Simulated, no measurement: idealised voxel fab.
Process module under the name voxel capacitor over wiring
Each square cell in cross-section cut measures 5 nm, and the section as a whole is 170 nm wide.
This document writes a cross-section as a grid whose cells are square, and gives it as bands, listed from the top down; one or more rows of cells form a band.
Quick guide to a band line: top height, bottom height (nm) up front; then every material left to right with its width in nm. Only one material and it's marked "full width"? Then it fills the band edge to edge. And "air" just means empty space.
A quick word on heights: they are counted from 0, and under that level the wafer as it came to us is one material throughout. The lowest band is different from the rest in having no bottom; it simply continues downward, written as in "z 0 and below".
A two-number width, for instance "30->40", indicates that the width is equal to the first number in the top row of the band and to the second number in the bottom row, and that it changes by a constant amount per row of cells.
"same as before" (step): cross-section cells unchanged, all of them.
"Completely sealed voids" - sealed voids, min. 8 cells, no opening to top; format: width x height at distance (distance from left edge; nm throughout).
It should be noted that, on the line of a given step, the content following the step's settings is a remark produced by the simulator itself with respect to that step.
The setting "overlay nm" may be written on the line of a step. When the step uses a mask, the value reports how far to the right of the planned place the mask lay, and a negative value reports that it lay to the left.

Process steps (planned):
- 1: RECEIVE | material Si
- 2: CONFORMAL_DEP | material SiO2 | thk nm 10
- 3: DIRECTIONAL_DEP | material TiN | thk nm 5
- 4: DIRECTIONAL_DEP | material Ru | thk nm 15
- 5: DIRECTIONAL_DEP | material aC | thk nm 15
- 6: PATTERN | tone cover | mask id METAL_1 | material resist | width nm 20 | pitch nm 80 | thk nm 35 | overlay nm 0
- 7: DIRECTIONAL_ETCH | etch materials aC | depth nm 15
- 8: STRIP | etch materials resist
- 9: DIRECTIONAL_ETCH | etch materials Ru | depth nm 15
- 10: DIRECTIONAL_ETCH | etch materials TiN | depth nm 5
- 11: STRIP | etch materials aC
- 12: FILL_DEP | material SiO2 | thk nm 10
- 13: CMP | height nm 30
- 14: CONFORMAL_DEP | material SiCN | thk nm 5
- 15: DIRECTIONAL_DEP | material lowk | thk nm 15
- 16: DIRECTIONAL_DEP | material aC | thk nm 15
- 17: PATTERN | tone open | mask id PLUG_1 | material resist | width nm 15 | thk nm 30 | overlay nm 0
- 18: DIRECTIONAL_ETCH | etch materials aC | depth nm 15
- 19: STRIP | etch materials resist
- 20: DIRECTIONAL_ETCH | etch materials lowk | depth nm 15
- 21: DIRECTIONAL_ETCH | etch materials SiCN | depth nm 5
- 22: STRIP | etch materials aC
- 23: CONFORMAL_DEP | material TiN | thk nm 5
- 24: FILL_DEP | material W | thk nm 5
- 25: CMP | height nm 50
- 26: DIRECTIONAL_DEP | material TiN | thk nm 10
- 27: DIRECTIONAL_DEP | material SiN | thk nm 5
- 28: DIRECTIONAL_DEP | material TiN | thk nm 10
- 29: MASKED_ETCH | tone cover | mask id UPPER_PLATE | width nm 65 | etch materials TiN | depth nm 10 | overlay nm 0
- 30: MASKED_ETCH | tone cover | mask id UPPER_PLATE | width nm 65 | etch materials SiN | depth nm 5 | overlay nm 0
- 31: PATTERN | tone cover | mask id LOWER_PLATE | material resist | width nm 75 | thk nm 20 | overlay nm 0
- 32: DIRECTIONAL_ETCH | etch materials TiN | depth nm 10
- 33: STRIP | etch materials resist
- 34: FILL_DEP | material SiO2 | thk nm 15
- 35: CMP | height nm 85
- 36: DIRECTIONAL_DEP | material aC | thk nm 15
- 37: PATTERN | tone open | mask id PLUG_2 | material resist | width nm 15 | thk nm 30 | overlay nm 0
- 38: DIRECTIONAL_ETCH | etch materials aC | depth nm 15
- 39: STRIP | etch materials resist
- 40: DIRECTIONAL_ETCH | etch materials SiO2 | depth nm 10
- 41: STRIP | etch materials aC
- 42: CONFORMAL_DEP | material TiN | thk nm 5
- 43: FILL_DEP | material Cu | thk nm 5
- 44: CMP | height nm 85
- 45: CONFORMAL_DEP | material SiN | thk nm 5

Cross-sectional view of the wafer in its as-received condition, corresponding to the state after step 1:
* z 0 and below = Si full width
* Completely sealed voids: none

End state of the module in cross-section, given the above starting point and plan and one mistake in execution:
* z 90 to 85 = SiN full width
* z 85 to 80 = SiO2: 50, then TiN: 5, then Cu: 5, then TiN: 5, then SiO2: 105
* z 80 to 75 = SiO2: 50, then TiN: 15, then SiO2: 105
* z 75 to 65 = SiO2: 40, then TiN: 65, then SiO2: 65
* z 65 to 60 = SiO2: 40, then SiN: 65, then SiO2: 65
* z 60 to 50 = SiO2: 35, then TiN: 75, then SiO2: 60
* z 50 to 35 = lowk: 40, then TiN: 5, then W: 5, then TiN: 5, then lowk: 115
* z 35 to 30 = SiCN: 40, then TiN: 15, then SiCN: 115
* z 30 to 20 = SiO2 full width
* z 20 to 15 = SiO2: 35, then Ru: 20, then SiO2: 60, then Ru: 20, then SiO2: 35
* z 15 to 10 = SiO2: 35, then TiN: 20, then SiO2: 60, then TiN: 20, then SiO2: 35
* z 10 to 0 = SiO2 full width
* z 0 and below = Si full width
* Completely sealed voids: none
Here's what went sideways: step 4 off recipe, ran as DIRECTIONAL_DEP | material Ru | thk nm 5
